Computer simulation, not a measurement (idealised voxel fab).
The process module presented herein is designated voxel spacer lines.
Cross-section cut spans 215 nm and uses square cells 5 nm in size.
A cross-section is a grid of square cells, given in bands from the top down. A band is one or more rows of cells.
It is stipulated that each band's entry specify, in nanometres, the height of the top of the band and then that of its bottom, followed by the materials of the band in left-to-right sequence, each together with its width in nanometres. A single material marked by the word "throughout" is understood to fill the band from edge to edge; the word "blank" is understood to denote empty space.
All heights in this document are referenced to 0, defined as the level beneath which the wafer, as received, consists entirely of one material. The lowest band is not bounded below; it extends indefinitely downward and is written in the form "0 and below".
With a width like "30->40", each row of cells in the band differs from the next by the same amount, the top row carrying the first number and the bottom row the second.
When a step is marked "no modifications", none of the cells in the cross-section changed during that step.
In "Voids lacking openings" the enclosed voids are listed, meaning empty spaces of 8 cells or larger without any opening to the top. The form is width x height at distance, distance from the left edge, units nm.
What comes after the settings on a step's line is commentary from the simulator itself on that step.
On any step carrying a mask, the "overlay nm" setting, if present on the step's line, tells how far right of its planned place the mask lay; negative values point to the left.

THESE ARE THE STEPS WE PLANNED FOR THE PROCESS
- 1: RECEIVE, material Si
- 2: CONFORMAL_DEP, material Al2O3, thk nm 10
- 3: DIRECTIONAL_DEP, material SiN, thk nm 15
- 4: DIRECTIONAL_DEP, material aC, thk nm 30
- 5: PATTERN, tone cover, mask id MANDREL, material resist, width nm 15, pitch nm 60, thk nm 40, overlay nm 0
- 6: DIRECTIONAL_ETCH, etch materials aC, depth nm 30
- 7: STRIP, etch materials resist
- 8: CONFORMAL_DEP, material SiO2, thk nm 15
- 9: DIRECTIONAL_ETCH, etch materials SiO2, depth nm 15
- 10: STRIP, etch materials aC
- 11: DIRECTIONAL_ETCH, etch materials SiN, depth nm 15
- 12: STRIP, etch materials SiO2

CROSS-SECTION OF THE INCOMING WAFER, STATE AFTER STEP 1
- 0 and below = Si throughout
- Voids lacking openings: none

FIRST WAFER OF TWO, SECTIONED AT END OF MODULE; RUN WENT PER PLAN
- 25 down to 10 = 55 blank | 15 SiN | 15 blank | 15 SiN | 15 blank | 15 SiN | 15 blank | 15 SiN | 55 blank
- 10 down to 0 = Al2O3 throughout
- 0 and below = Si throughout
- Voids lacking openings: none

CROSS-SECTIONAL VIEW OF THE SECOND OF TWO WAFERS UPON COMPLETION OF THE MODULE. THIS WAFER SHARED ITS STARTING CONDITION AND PROCESS PLAN WITH THE FIRST; ONE ERROR WAS MADE DURING ITS EXECUTION
- 25 down to 10 = 50 blank | 15 SiN | 15 blank | 15 SiN | 15 blank | 15 SiN | 15 blank | 15 SiN | 60 blank
- 10 down to 0 = Al2O3 throughout
- 0 and below = Si throughout
- Voids lacking openings: none
Run error: rather than as planned, step 5 actually ran as PATTERN, tone cover, mask id MANDREL, material resist, width nm 15, pitch nm 60, thk nm 40, overlay nm -5
At the close, every material occupies the same number of cells on the second wafer as on the first, only in different positions.
